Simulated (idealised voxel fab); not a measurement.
Process module, titled voxel gate over fins
Cross-section cut: width 230 nm, square cells of 5 nm.
Cross-section = grid of square cells, listed top down in bands; band = one or more rows.
Top height, bottom height, nm. Materials left to right, width each, nm. Single material + "edge to edge" = fills band edge to edge. "empty" = empty.
Heads up on the height convention: 0 is the point under which the incoming wafer is all one material, and the lowest band has no bottom, it just keeps going down, like "top 0, no bottom".
It should be noted that a width expressed as "30->40" varies in equal increments from row to row of cells within the band, taking the value of the first number at the top row and that of the second number at the bottom row.
"no alterations made", as given for a step, is the statement that not any cell of the cross-section underwent a change during that step.
"Closed void register": empty spaces of 8 cells or more with no open way to the top, each given as width x height at distance, distance from the left edge, all in nm.
Anything after a step's settings on that line? It's the simulator's own note about the step.
A step line may carry the setting "overlay nm", which, for steps involving a mask, states the distance by which the mask lay to the right of its intended position; negative values denote displacement to the left.

-- plan
step 1: op RECEIVE | material Si
step 2: op CONFORMAL_DEP | material SiN | thk nm 10
step 3: op PATTERN | tone cover | mask id FINS | material resist | width nm 15 | pitch nm 40 | thk nm 15 | overlay nm 0
step 4: op DIRECTIONAL_ETCH | etch materials SiN | depth nm 10
step 5: op DIRECTIONAL_ETCH | etch materials Si | depth nm 40
step 6: op STRIP | etch materials resist
step 7: op OXIDIZE | depth nm 5
step 8: op FILL_DEP | material SiO2 | thk nm 15
step 9: op CMP | height nm 10
step 10: op SELECTIVE_ETCH | etch materials SiO2 | depth nm 20
step 11: op STRIP | etch materials SiN
step 12: op CONFORMAL_DEP | material HfO2 | thk nm 5
step 13: op CONFORMAL_DEP | material TiN | thk nm 5
step 14: op CONFORMAL_DEP | material TiAl | thk nm 5
step 15: op CONFORMAL_DEP | material TiN | thk nm 5
step 16: op FILL_DEP | material W | thk nm 10
step 17: op CMP | height nm 25
step 18: op CONFORMAL_DEP | material SiCN | thk nm 5

-- The first of a set of two wafers, run to plan

-- Cross-sectional view of the wafer in its as-received condition, corresponding to the state after step 1
  top 0, no bottom | Si edge to edge
  Closed void register: none

-- after step 2
  top 10, bottom 0 | SiN edge to edge
  At heights below 0, the structure remains unaltered.

-- after step 3
  top 25, bottom 10 | empty: 65 | resist: 15 | empty: 25 | resist: 15 | empty: 25 | resist: 15 | empty: 70
  At heights below 10, the structure remains unaltered.

-- after step 4
  top 25, bottom 10 | empty: 65 | resist: 15 | empty: 25 | resist: 15 | empty: 25 | resist: 15 | empty: 70
  top 10, bottom 0 | empty: 65 | SiN: 15 | empty: 25 | SiN: 15 | empty: 25 | SiN: 15 | empty: 70
  At heights below 0, the structure remains unaltered.

-- after step 5
  top 25, bottom 10 | empty: 65 | resist: 15 | empty: 25 | resist: 15 | empty: 25 | resist: 15 | empty: 70
  top 10, bottom 0 | empty: 65 | SiN: 15 | empty: 25 | SiN: 15 | empty: 25 | SiN: 15 | empty: 70
  top 0, bottom -40 | empty: 65 | Si: 15 | empty: 25 | Si: 15 | empty: 25 | Si: 15 | empty: 70
  At heights below -40, the structure remains unaltered.

-- after step 6
  top 10, bottom 0 | empty: 65 | SiN: 15 | empty: 25 | SiN: 15 | empty: 25 | SiN: 15 | empty: 70
  At heights below 0, the structure remains unaltered.

-- after step 7
  top 10, bottom 0 | empty: 65 | SiN: 15 | empty: 25 | SiN: 15 | empty: 25 | SiN: 15 | empty: 70
  top 0, bottom -40 | empty: 65 | SiO2: 5 | Si: 5 | SiO2: 5 | empty: 25 | SiO2: 5 | Si: 5 | SiO2: 5 | empty: 25 | SiO2: 5 | Si: 5 | SiO2: 5 | empty: 70
  top -40, bottom -45 | SiO2: 70 | Si: 5 | SiO2: 35 | Si: 5 | SiO2: 35 | Si: 5 | SiO2: 75
  At heights below -45, the structure remains unaltered.

-- after step 8
  top 25, bottom 10 | SiO2 edge to edge
  top 10, bottom 0 | SiO2: 65 | SiN: 15 | SiO2: 25 | SiN: 15 | SiO2: 25 | SiN: 15 | SiO2: 70
  top 0, bottom -45 | SiO2: 70 | Si: 5 | SiO2: 35 | Si: 5 | SiO2: 35 | Si: 5 | SiO2: 75
  At heights below -45, the structure remains unaltered.

-- after step 9
  top 10, bottom 0 | SiO2: 65 | SiN: 15 | SiO2: 25 | SiN: 15 | SiO2: 25 | SiN: 15 | SiO2: 70
  At heights below 0, the structure remains unaltered.

-- after step 10
  top 10, bottom 0 | empty: 65 | SiN: 15 | empty: 25 | SiN: 15 | empty: 25 | SiN: 15 | empty: 70
  top 0, bottom -10 | empty: 70 | Si: 5 | empty: 35 | Si: 5 | empty: 35 | Si: 5 | empty: 75
  At heights below -10, the structure remains unaltered.

-- after step 11
  top 0, bottom -10 | empty: 70 | Si: 5 | empty: 35 | Si: 5 | empty: 35 | Si: 5 | empty: 75
  At heights below -10, the structure remains unaltered.

-- after step 12
  top 5, bottom 0 | empty: 65 | HfO2: 15 | empty: 25 | HfO2: 15 | empty: 25 | HfO2: 15 | empty: 70
  top 0, bottom -5 | empty: 65 | HfO2: 5 | Si: 5 | HfO2: 5 | empty: 25 | HfO2: 5 | Si: 5 | HfO2: 5 | empty: 25 | HfO2: 5 | Si: 5 | HfO2: 5 | empty: 70
  top -5, bottom -10 | HfO2: 70 | Si: 5 | HfO2: 35 | Si: 5 | HfO2: 35 | Si: 5 | HfO2: 75
  At heights below -10, the structure remains unaltered.

-- after step 13
  top 10, bottom 5 | empty: 60 | TiN: 25 | empty: 15 | TiN: 25 | empty: 15 | TiN: 25 | empty: 65
  top 5, bottom 0 | empty: 60 | TiN: 5 | HfO2: 15 | TiN: 5 | empty: 15 | TiN: 5 | HfO2: 15 | TiN: 5 | empty: 15 | TiN: 5 | HfO2: 15 | TiN: 5 | empty: 65
  top 0, bottom -5 | TiN: 65 | HfO2: 5 | Si: 5 | HfO2: 5 | TiN: 25 | HfO2: 5 | Si: 5 | HfO2: 5 | TiN: 25 | HfO2: 5 | Si: 5 | HfO2: 5 | TiN: 70
  At heights below -5, the structure remains unaltered.

-- after step 14
  top 15, bottom 10 | empty: 55 | TiAl: 35 | empty: 5 | TiAl: 35 | empty: 5 | TiAl: 35 | empty: 60
  top 10, bottom 5 | empty: 55 | TiAl: 5 | TiN: 25 | TiAl: 5 | empty: 5 | TiAl: 5 | TiN: 25 | TiAl: 5 | empty: 5 | TiAl: 5 | TiN: 25 | TiAl: 5 | empty: 60
  top 5, bottom 0 | TiAl: 60 | TiN: 5 | HfO2: 15 | TiN: 5 | TiAl: 15 | TiN: 5 | HfO2: 15 | TiN: 5 | TiAl: 15 | TiN: 5 | HfO2: 15 | TiN: 5 | TiAl: 65
  At heights below 0, the structure remains unaltered.

-- after step 15
  top 20, bottom 15 | empty: 50 | TiN: 125 | empty: 55
  top 15, bottom 10 | empty: 50 | TiN: 5 | TiAl: 35 | TiN: 5 | TiAl: 35 | TiN: 5 | TiAl: 35 | TiN: 5 | empty: 55
  top 10, bottom 5 | TiN: 55 | TiAl: 5 | TiN: 25 | TiAl: 5 | TiN: 5 | TiAl: 5 | TiN: 25 | TiAl: 5 | TiN: 5 | TiAl: 5 | TiN: 25 | TiAl: 5 | TiN: 60
  At heights below 5, the structure remains unaltered.

-- after step 16
  top 30, bottom 20 | W edge to edge
  top 20, bottom 15 | W: 50 | TiN: 125 | W: 55
  top 15, bottom 10 | W: 50 | TiN: 5 | TiAl: 35 | TiN: 5 | TiAl: 35 | TiN: 5 | TiAl: 35 | TiN: 5 | W: 55
  At heights below 10, the structure remains unaltered.

-- after step 17
  top 25, bottom 20 | W edge to edge
  At heights below 20, the structure remains unaltered.

-- after step 18
  top 30, bottom 25 | SiCN edge to edge
  At heights below 25, the structure remains unaltered.

-- Second Wafer (Identical Start and Plan, One Processing Error; Matches First Wafer Through Step 7)

-- Cross-sectional view of the second wafer at the intended end time of process step 8
  top 25, bottom 10 | TiAl edge to edge
  top 10, bottom 0 | TiAl: 65 | SiN: 15 | TiAl: 25 | SiN: 15 | TiAl: 25 | SiN: 15 | TiAl: 70
  top 0, bottom -40 | TiAl: 65 | SiO2: 5 | Si: 5 | SiO2: 5 | TiAl: 25 | SiO2: 5 | Si: 5 | SiO2: 5 | TiAl: 25 | SiO2: 5 | Si: 5 | SiO2: 5 | TiAl: 70
  At heights below -40, the structure remains unaltered.

-- Cross-sectional view of the second wafer at the intended end time of process step 9
  top 10, bottom 0 | TiAl: 65 | SiN: 15 | TiAl: 25 | SiN: 15 | TiAl: 25 | SiN: 15 | TiAl: 70
  At heights below 0, the structure remains unaltered.

Cross-sectional view of the second wafer at the intended end time of process step 10: no alterations made

-- Cross-sectional view of the second wafer at the intended end time of process step 11
  top 10, bottom 0 | TiAl: 65 | empty: 15 | TiAl: 25 | empty: 15 | TiAl: 25 | empty: 15 | TiAl: 70
  At heights below 0, the structure remains unaltered.

-- Cross-sectional view of the second wafer at the intended end time of process step 12
  top 15, bottom 10 | HfO2: 70 | empty: 5 | HfO2: 35 | empty: 5 | HfO2: 35 | empty: 5 | HfO2: 75
  top 10, bottom 5 | TiAl: 65 | HfO2: 5 | empty: 5 | HfO2: 5 | TiAl: 25 | HfO2: 5 | empty: 5 | HfO2: 5 | TiAl: 25 | HfO2: 5 | empty: 5 | HfO2: 5 | TiAl: 70
  top 5, bottom 0 | TiAl: 65 | HfO2: 15 | TiAl: 25 | HfO2: 15 | TiAl: 25 | HfO2: 15 | TiAl: 70
  At heights below 0, the structure remains unaltered.

-- Cross-sectional view of the second wafer at the intended end time of process step 13
  top 20, bottom 15 | TiN edge to edge
  top 15, bottom 10 | HfO2: 70 | TiN: 5 | HfO2: 35 | TiN: 5 | HfO2: 35 | TiN: 5 | HfO2: 75
  top 10, bottom 5 | TiAl: 65 | HfO2: 5 | TiN: 5 | HfO2: 5 | TiAl: 25 | HfO2: 5 | TiN: 5 | HfO2: 5 | TiAl: 25 | HfO2: 5 | TiN: 5 | HfO2: 5 | TiAl: 70
  At heights below 5, the structure remains unaltered.

-- Cross-sectional view of the second wafer at the intended end time of process step 14
  top 25, bottom 20 | TiAl edge to edge
  At heights below 20, the structure remains unaltered.

-- Cross-sectional view of the second wafer at the intended end time of process step 15
  top 30, bottom 25 | TiN edge to edge
  At heights below 25, the structure remains unaltered.

-- Cross-sectional view of the second wafer at the intended end time of process step 16
  top 40, bottom 30 | W edge to edge
  At heights below 30, the structure remains unaltered.

-- Cross-sectional view of the second wafer at the intended end time of process step 17
  top 25, bottom 20 | TiAl edge to edge
  At heights below 20, the structure remains unaltered.

-- Cross-sectional view of the second wafer at the intended end time of process step 18
  top 30, bottom 25 | SiCN edge to edge
  At heights below 25, the structure remains unaltered.
Against the plan, the run slipped here: step 8: run off-plan, actual operation and settings op FILL_DEP | material TiAl | thk nm 15
Final wafer comparison in cells, second versus first, more or fewer per material: -210 SiO2, +358 TiAl, -60 TiN, -88 W
